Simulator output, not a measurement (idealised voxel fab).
This is a process module. Its name is voxel capacitor over wiring.
Square cells of 5 nm make up the cross-section cut, whose width is 295 nm.
When this document writes out a cross-section, it uses a grid of square cells and lists it as bands, beginning at the top and moving down, with a band standing for one or more rows of cells.
Read a band's entry like this: the first values are the height of its top and the height of its bottom in nm, and what follows is the sequence of materials from left to right, each with its width in nm. Note that "empty" is empty space, and that a single material marked "edge to edge" reaches across the band from edge to edge.
A quick word on heights: they are counted from 0, and under that level the wafer as it came to us is one material throughout. The lowest band is different from the rest in having no bottom; it simply continues downward, written as in "0 nm and below".
A two-number width, for instance "30..40", indicates that the width is equal to the first number in the top row of the band and to the second number in the bottom row, and that it changes by a constant amount per row of cells.
Key: "no modifications" - step with no changed cell in the cross-section.
"Closed cavity list" contains a list of empty spaces, each no smaller than 8 cells and without an open way to the top, written in the form width x height at distance with the distance from the left edge and all three in nm.
Read whatever lies past the settings on a step's line as the simulator's own remark about the step.
For masked steps, "overlay nm" on the step line gives how far right of plan the mask actually lay; a minus sign means it lay to the left.
Steps planned for the process
step 1: RECEIVE,material Si
step 2: CONFORMAL_DEP,material SiO2,thk nm 10
step 3: CONFORMAL_DEP,material SiCN,thk nm 5
step 4: DIRECTIONAL_DEP,material SiO2,thk nm 15
step 5: DIRECTIONAL_DEP,material aC,thk nm 10
step 6: PATTERN,tone open,mask id METAL_1,material resist,width nm 20,pitch nm 80,thk nm 25,overlay nm 0
step 7: DIRECTIONAL_ETCH,etch materials aC,depth nm 10
step 8: STRIP,etch materials resist
step 9: DIRECTIONAL_ETCH,etch materials SiO2,depth nm 15
step 10: DIRECTIONAL_ETCH,etch materials SiCN,depth nm 5
step 11: STRIP,etch materials aC
step 12: CONFORMAL_DEP,material TiN,thk nm 5
step 13: FILL_DEP,material Cu,thk nm 10
step 14: CMP,height nm 30
step 15: CONFORMAL_DEP,material SiCN,thk nm 5
step 16: DIRECTIONAL_DEP,material lowk,thk nm 15
step 17: DIRECTIONAL_DEP,material aC,thk nm 10
step 18: PATTERN,tone open,mask id PLUG_1,material resist,width nm 15,thk nm 30,overlay nm 0
step 19: DIRECTIONAL_ETCH,etch materials aC,depth nm 10
step 20: STRIP,etch materials resist
step 21: DIRECTIONAL_ETCH,etch materials lowk,depth nm 15
step 22: DIRECTIONAL_ETCH,etch materials SiCN,depth nm 5
step 23: STRIP,etch materials aC
step 24: CONFORMAL_DEP,material TiN,thk nm 5
step 25: FILL_DEP,material Ru,thk nm 10
step 26: CMP,height nm 50
step 27: DIRECTIONAL_DEP,material TiN,thk nm 5
step 28: DIRECTIONAL_DEP,material SiN,thk nm 5
step 29: DIRECTIONAL_DEP,material TiN,thk nm 10
step 30: PATTERN,tone cover,mask id UPPER_PLATE,material resist,width nm 65,thk nm 15,overlay nm 0
step 31: DIRECTIONAL_ETCH,etch materials TiN,depth nm 10
step 32: DIRECTIONAL_ETCH,etch materials SiN,depth nm 5
step 33: STRIP,etch materials resist
step 34: DIRECTIONAL_DEP,material aC,thk nm 10
step 35: PATTERN,tone cover,mask id LOWER_PLATE,material resist,width nm 75,thk nm 25,overlay nm 0
step 36: DIRECTIONAL_ETCH,etch materials aC,depth nm 10
step 37: STRIP,etch materials resist
step 38: DIRECTIONAL_ETCH,etch materials TiN,depth nm 5
step 39: STRIP,etch materials aC
step 40: FILL_DEP,material SiO2,thk nm 20
step 41: CMP,height nm 85
step 42: PATTERN,tone open,mask id PLUG_2,material resist,width nm 15,thk nm 15,overlay nm 0
step 43: DIRECTIONAL_ETCH,etch materials SiO2,depth nm 15
step 44: STRIP,etch materials resist
step 45: CONFORMAL_DEP,material TiN,thk nm 5
step 46: FILL_DEP,material Ru,thk nm 5
step 47: CMP,height nm 85
step 48: CONFORMAL_DEP,material SiN,thk nm 5
Cross-section: wafer on arrival = after step 1
0 nm and below: Si edge to edge
Closed cavity list: none
End-of-module cross-section. Starting structure and process plan as above; one mistake made in running it
90 nm to 85 nm: SiN edge to edge
85 nm to 75 nm: SiO2=110 / TiN=5 / Ru=5 / TiN=5 / SiO2=170
75 nm to 70 nm: SiO2=110 / TiN=15 / SiO2=170
70 nm to 60 nm: SiO2=100 / TiN=65 / SiO2=130
60 nm to 55 nm: SiO2=100 / SiN=65 / SiO2=130
55 nm to 50 nm: SiO2=95 / TiN=75 / SiO2=125
50 nm to 35 nm: lowk=100 / TiN=5 / Ru=5 / TiN=5 / lowk=180
35 nm to 30 nm: SiCN=100 / TiN=15 / SiCN=180
30 nm to 15 nm: SiO2=95 / TiN=5 / Cu=10 / TiN=5 / SiO2=60 / TiN=5 / Cu=10 / TiN=5 / SiO2=100
15 nm to 10 nm: SiCN=95 / TiN=20 / SiCN=60 / TiN=20 / SiCN=100
10 nm to 0 nm: lowk edge to edge
0 nm and below: Si edge to edge
Closed cavity list: none
Deviation from plan: step 2 did not use the planned setting and instead ran as CONFORMAL_DEP,material lowk,thk nm 10
